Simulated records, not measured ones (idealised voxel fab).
Process module heading - voxel tone inversion
FYI the section here is cut, 175 nm wide, cells are 5 nm squares.
Each cross-section below is a grid of square cells, stated as bands in top-down order, with one or more rows of cells making up each band. Heads up on the band format: heights come first, top then bottom, in nm. After that it's the materials left to right, each with its width in nm. A single material flagged "throughout" fills the whole band edge to edge, and "blank" means there's empty space there. The reference from which all heights are counted is 0, the level beneath which the as-received wafer is entirely one material; the lowest band, having no lower bound, proceeds downward and is written after the example "0 nm and below". A two-number width, for instance "30..40", indicates that the width is equal to the first number in the top row of the band and to the second number in the bottom row, and that it changes by a constant amount per row of cells. The cross-section has no changed cell in any step marked "everything unchanged". What "Catalogued sealed voids" gives you is every empty space of 8 cells or more that is cut off from the top. Each appears as width x height at distance, with the distance taken from the left edge and width, height and distance all in nm. Post-settings text on a step line: simulator's own remark regarding the step. overlay nm: how far to the right of its planned place the mask lay on this masked step (negative: to the left).

### Steps planned for the process
step 1: RECEIVE with material Si
step 2: CONFORMAL_DEP with material SiN, thk nm 5
step 3: DIRECTIONAL_DEP with material aC, thk nm 15
step 4: PATTERN with tone cover, mask id POSTS, material resist, width nm 25, pitch nm 55, thk nm 20, overlay nm 0
step 5: DIRECTIONAL_ETCH with etch materials aC, depth nm 15
step 6: STRIP with etch materials resist
step 7: FILL_DEP with material lowk, thk nm 5
step 8: CMP with height nm 20
step 9: STRIP with etch materials aC
step 10: CONFORMAL_DEP with material TiN, thk nm 5
step 11: FILL_DEP with material Ru, thk nm 5
step 12: CMP with height nm 20
step 13: CONFORMAL_DEP with material SiCN, thk nm 5

### First of the two wafers, run per plan

### The cross-section here shows the wafer as received, i.e. in its state after step 1
* 0 nm and below  Si throughout
* Catalogued sealed voids: none

### Cross-section: wafer state after step 2
* 5 nm to 0 nm  SiN throughout
* Under 0: no change, same as before.

### Cross-section: wafer state after step 3
* 20 nm to 5 nm  aC throughout
* Under 5: no change, same as before.

### Cross-section: wafer state after step 4
* 40 nm to 20 nm  20 nm blank  25 nm resist  30 nm blank  25 nm resist  30 nm blank  25 nm resist  20 nm blank
* Under 20: no change, same as before.

### Cross-section: wafer state after step 5
* 25 nm to 20 nm  20 nm blank  25 nm resist  30 nm blank  25 nm resist  30 nm blank  25 nm resist  20 nm blank
* 20 nm to 5 nm  20 nm blank  25 nm aC  30 nm blank  25 nm aC  30 nm blank  25 nm aC  20 nm blank
* Under 5: no change, same as before.

### Cross-section: wafer state after step 6
* 20 nm to 5 nm  20 nm blank  25 nm aC  30 nm blank  25 nm aC  30 nm blank  25 nm aC  20 nm blank
* Under 5: no change, same as before.

### Cross-section: wafer state after step 7
* 25 nm to 20 nm  lowk throughout
* 20 nm to 5 nm  20 nm lowk  25 nm aC  30 nm lowk  25 nm aC  30 nm lowk  25 nm aC  20 nm lowk
* Under 5: no change, same as before.

### Cross-section: wafer state after step 8
* 20 nm to 5 nm  20 nm lowk  25 nm aC  30 nm lowk  25 nm aC  30 nm lowk  25 nm aC  20 nm lowk
* Under 5: no change, same as before.

### Cross-section: wafer state after step 9
* 20 nm to 5 nm  20 nm lowk  25 nm blank  30 nm lowk  25 nm blank  30 nm lowk  25 nm blank  20 nm lowk
* Under 5: no change, same as before.

### Cross-section: wafer state after step 10
* 25 nm to 20 nm  25 nm TiN  15 nm blank  40 nm TiN  15 nm blank  40 nm TiN  15 nm blank  25 nm TiN
* 20 nm to 10 nm  20 nm lowk  5 nm TiN  15 nm blank  5 nm TiN  30 nm lowk  5 nm TiN  15 nm blank  5 nm TiN  30 nm lowk  5 nm TiN  15 nm blank  5 nm TiN  20 nm lowk
* 10 nm to 5 nm  20 nm lowk  25 nm TiN  30 nm lowk  25 nm TiN  30 nm lowk  25 nm TiN  20 nm lowk
* Under 5: no change, same as before.

### Cross-section: wafer state after step 11
* 30 nm to 25 nm  Ru throughout
* 25 nm to 20 nm  25 nm TiN  15 nm Ru  40 nm TiN  15 nm Ru  40 nm TiN  15 nm Ru  25 nm TiN
* 20 nm to 10 nm  20 nm lowk  5 nm TiN  15 nm Ru  5 nm TiN  30 nm lowk  5 nm TiN  15 nm Ru  5 nm TiN  30 nm lowk  5 nm TiN  15 nm Ru  5 nm TiN  20 nm lowk
* Under 10: no change, same as before.

### Cross-section: wafer state after step 12
* 20 nm to 10 nm  20 nm lowk  5 nm TiN  15 nm Ru  5 nm TiN  30 nm lowk  5 nm TiN  15 nm Ru  5 nm TiN  30 nm lowk  5 nm TiN  15 nm Ru  5 nm TiN  20 nm lowk
* Under 10: no change, same as before.

### Cross-section: wafer state after step 13
* 25 nm to 20 nm  SiCN throughout
* Under 20: no change, same as before.

### Wafer two of two - same starting point, same process plan, one mistake in execution; matches wafer one up to and including step 2

### Second wafer, cut view, end of step 3 per plan
* 20 nm to 5 nm  Ru throughout
* Under 5: no change, same as before.

### Second wafer, cut view, end of step 4 per plan
* 40 nm to 20 nm  20 nm blank  25 nm resist  30 nm blank  25 nm resist  30 nm blank  25 nm resist  20 nm blank
* Under 20: no change, same as before.

### Second wafer, cut view, end of step 5 per plan
* 25 nm to 20 nm  20 nm blank  25 nm resist  30 nm blank  25 nm resist  30 nm blank  25 nm resist  20 nm blank
* Under 20: no change, same as before.

### Second wafer, cut view, end of step 6 per plan
* 20 nm to 5 nm  Ru throughout
* Under 5: no change, same as before.

### Second wafer, cut view, end of step 7 per plan
* 25 nm to 20 nm  lowk throughout
* Under 20: no change, same as before.

### Second wafer, cut view, end of step 8 per plan
* 20 nm to 5 nm  Ru throughout
* Under 5: no change, same as before.

Second wafer, cut view, end of step 9 per plan: everything unchanged

### Second wafer, cut view, end of step 10 per plan
* 25 nm to 20 nm  TiN throughout
* Under 20: no change, same as before.

### Second wafer, cut view, end of step 11 per plan
* 30 nm to 25 nm  Ru throughout
* Under 25: no change, same as before.

### Second wafer, cut view, end of step 12 per plan
* 20 nm to 5 nm  Ru throughout
* Under 5: no change, same as before.

### Second wafer, cut view, end of step 13 per plan
* 25 nm to 20 nm  SiCN throughout
* Under 20: no change, same as before.
Deviation noted in wafer processing: it should be noted that step 3 was executed with settings other than those planned, the operation and settings actually applied being DIRECTIONAL_DEP with material Ru, thk nm 15
At the finish, the second wafer shows more or fewer cells for some materials than the first does: +87 Ru | -27 TiN | -60 lowk
